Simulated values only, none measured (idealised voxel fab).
voxel self aligned vias: a process module
Square cell edge 5 nm, section width 220 nm, ID cut.
Cross-sections here: square-cell grids, written as top-down lists of bands, a band being one or more rows of cells.
Band: top and bottom heights (nm) first, top before bottom; then materials from left to right, widths in nm. "all across" marks a sole material filling the band edge to edge. "empty" denotes empty space.
Heights are reckoned from 0. Under this level, the received wafer is all of one material. The bottommost band is open-ended downward, for example "top 0, no bottom".
Per-row width for "30..40": begins at first number (top row of band), ends at second number (bottom row), increment between rows held constant.
Any step labelled "all unchanged" changed none of the cells in the cross-section.
"Closed internal voids" means: voids of 8 cells or more that are shut off from the top with no open way through. Written width x height at distance, distance from the left edge, in nm.
Text after the settings on a step's line: the simulator's own remark on that step.
"overlay nm" answers the question of how far to the right of plan the mask lay on a step that has a mask, and when it is negative the answer is to the left.

Process steps (planned):
1: RECEIVE | material Si
2: CONFORMAL_DEP | material SiO2 | thk nm 10
3: CONFORMAL_DEP | material SiCN | thk nm 5
4: DIRECTIONAL_DEP | material SiO2 | thk nm 20
5: MASKED_ETCH | tone open | mask id LINES | width nm 20 | pitch nm 65 | etch materials SiO2 | depth nm 20 | overlay nm 0
6: CONFORMAL_DEP | material TiN | thk nm 5
7: FILL_DEP | material Ru | thk nm 5
8: CMP | height nm 35
9: SELECTIVE_ETCH | etch materials W Ru TiN | depth nm 5
10: FILL_DEP | material SiN | thk nm 5
11: CMP | height nm 35
12: DIRECTIONAL_DEP | material SiO2 | thk nm 20
13: DIRECTIONAL_DEP | material aC | thk nm 15
14: PATTERN | tone open | mask id VIAS | material resist | width nm 40 | pitch nm 130 | thk nm 35 | overlay nm 0
15: DIRECTIONAL_ETCH | etch materials aC | depth nm 15
16: STRIP | etch materials resist
17: DIRECTIONAL_ETCH | etch materials SiO2 | depth nm 20
18: DIRECTIONAL_ETCH | etch materials SiN | depth nm 5
19: STRIP | etch materials aC
20: CONFORMAL_DEP | material TiN | thk nm 5
21: FILL_DEP | material Ru | thk nm 5
22: CMP | height nm 55
23: CONFORMAL_DEP | material SiN | thk nm 5

as received, after step 1:
- top 0, no bottom = Si all across
- Closed internal voids: none

Starting structure and process plan are as shown above, but one mistake was made in running the module; the wafer cross-section at the end of the module follows:
- top 60, bottom 55 = SiN all across
- top 55, bottom 40 = Ru=20  TiN=5  SiO2=40  TiN=5  Ru=80  TiN=5  SiO2=40  TiN=5  Ru=20
- top 40, bottom 35 = TiN=25  SiO2=40  TiN=40  Ru=10  TiN=40  SiO2=40  TiN=25
- top 35, bottom 30 = SiO2=35  SiN=20  SiO2=45  TiN=20  SiO2=45  SiN=20  SiO2=35
- top 30, bottom 20 = SiO2=35  TiN=5  Ru=10  TiN=5  SiO2=45  TiN=5  Ru=10  TiN=5  SiO2=45  TiN=5  Ru=10  TiN=5  SiO2=35
- top 20, bottom 15 = SiO2=35  TiN=20  SiO2=45  TiN=20  SiO2=45  TiN=20  SiO2=35
- top 15, bottom 10 = SiCN all across
- top 10, bottom 0 = SiO2 all across
- top 0, no bottom = Si all across
- Closed internal voids: none
Plan not followed: so step 14 ended up running with a different setting than we planned, it ran as PATTERN | tone cover | mask id VIAS | material resist | width nm 40 | pitch nm 130 | thk nm 35 | overlay nm 0
